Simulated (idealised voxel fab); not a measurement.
process module | voxel capacitor over wiring
cross-section cut | 255 nm wide | cells 5 nm
A cross-section is a grid of square cells, given in bands from the top down. A band is one or more rows of cells.
Each band's line starts with the height of the band's top and of its bottom, in nm. Then come its materials from left to right, each with its width in nm. One material with "throughout" fills the band from edge to edge. "air" is empty space.
Height 0 is the level under which the wafer as received is all one material. The lowest band goes on downwards, as in "0 down".
A width such as "30 to 40" changes by the same amount from each row of cells to the next, from the band's top row to its bottom row.
"no change" after a step means that no cell of the cross-section changed.
closed voids: empty space of 8 cells or more with no open way to the top, each as width x height at its distance from the left edge, in nm
after a step's settings: what the simulator itself notes on the step
overlay nm, on a step with a mask: how far to the right of its planned place the mask lay; to the left if negative
plan
1 op RECEIVE | material Si
2 op CONFORMAL_DEP | material SiO2 | thk nm 15
3 op CONFORMAL_DEP | material SiN | thk nm 5
4 op DIRECTIONAL_DEP | material lowk | thk nm 15
5 op PATTERN | tone open | mask id METAL_1 | material resist | width nm 30 | pitch nm 90 | thk nm 15 | overlay nm 0
6 op DIRECTIONAL_ETCH | etch materials lowk | depth nm 15
7 op DIRECTIONAL_ETCH | etch materials SiN | depth nm 5
8 op STRIP | etch materials resist
9 op CONFORMAL_DEP | material TiN | thk nm 5
10 op FILL_DEP | material Ru | thk nm 10
11 op CMP | height nm 35
12 op CONFORMAL_DEP | material SiCN | thk nm 5
13 op DIRECTIONAL_DEP | material lowk | thk nm 10
14 op MASKED_ETCH | tone open | mask id PLUG_1 | width nm 15 | etch materials lowk | depth nm 10 | overlay nm 0
15 op MASKED_ETCH | tone open | mask id PLUG_1 | width nm 15 | etch materials SiCN | depth nm 5 | overlay nm 0
16 op CONFORMAL_DEP | material TiN | thk nm 5
17 op FILL_DEP | material Ru | thk nm 5
18 op CMP | height nm 50
19 op DIRECTIONAL_DEP | material TiN | thk nm 5
20 op DIRECTIONAL_DEP | material HfO2 | thk nm 5
21 op DIRECTIONAL_DEP | material TiN | thk nm 5
22 op PATTERN | tone cover | mask id UPPER_PLATE | material resist | width nm 65 | thk nm 15 | overlay nm 0
23 op DIRECTIONAL_ETCH | etch materials TiN | depth nm 5
24 op DIRECTIONAL_ETCH | etch materials HfO2 | depth nm 5
25 op STRIP | etch materials resist
26 op MASKED_ETCH | tone cover | mask id LOWER_PLATE | width nm 75 | etch materials TiN | depth nm 5 | overlay nm 0
27 op FILL_DEP | material SiO2 | thk nm 15
28 op CMP | height nm 75
29 op PATTERN | tone open | mask id PLUG_2 | material resist | width nm 15 | thk nm 15 | overlay nm 0
30 op DIRECTIONAL_ETCH | etch materials SiO2 | depth nm 10
31 op STRIP | etch materials resist
32 op CONFORMAL_DEP | material TiN | thk nm 5
33 op FILL_DEP | material Cu | thk nm 5
34 op CMP | height nm 75
35 op CONFORMAL_DEP | material SiCN | thk nm 5
as received, after step 1
  0 down: Si throughout
  closed voids: none
a wafer at the end: this start, this plan, one mistake
  80 to 75: SiCN throughout
  75 to 70: SiO2 90 | TiN 5 | Cu 5 | TiN 5 | SiO2 150
  70 to 60: SiO2 90 to 80 | TiN 15 to 65 | SiO2 150 to 110
  60 to 55: SiO2 80 | HfO2 65 | SiO2 110
  55 to 50: SiO2 75 | TiN 75 | SiO2 105
  50 to 40: lowk 80 | TiN 5 | Ru 5 | TiN 5 | lowk 160
  40 to 35: SiCN 80 | TiN 15 | SiCN 160
  35 to 30: TiN 70 | Ru 20 | TiN 70 | Ru 20 | TiN 75
  30 to 15: lowk 65 | TiN 5 | Ru 20 | TiN 5 | lowk 60 | TiN 5 | Ru 20 | TiN 5 | lowk 70
  15 to 10: SiN 65 | TiN 30 | SiN 60 | TiN 30 | SiN 70
  10 to 0: SiO2 throughout
  0 down: Si throughout
  closed voids: none
what went wrong: step 2 ran as: op CONFORMAL_DEP | material SiO2 | thk nm 10
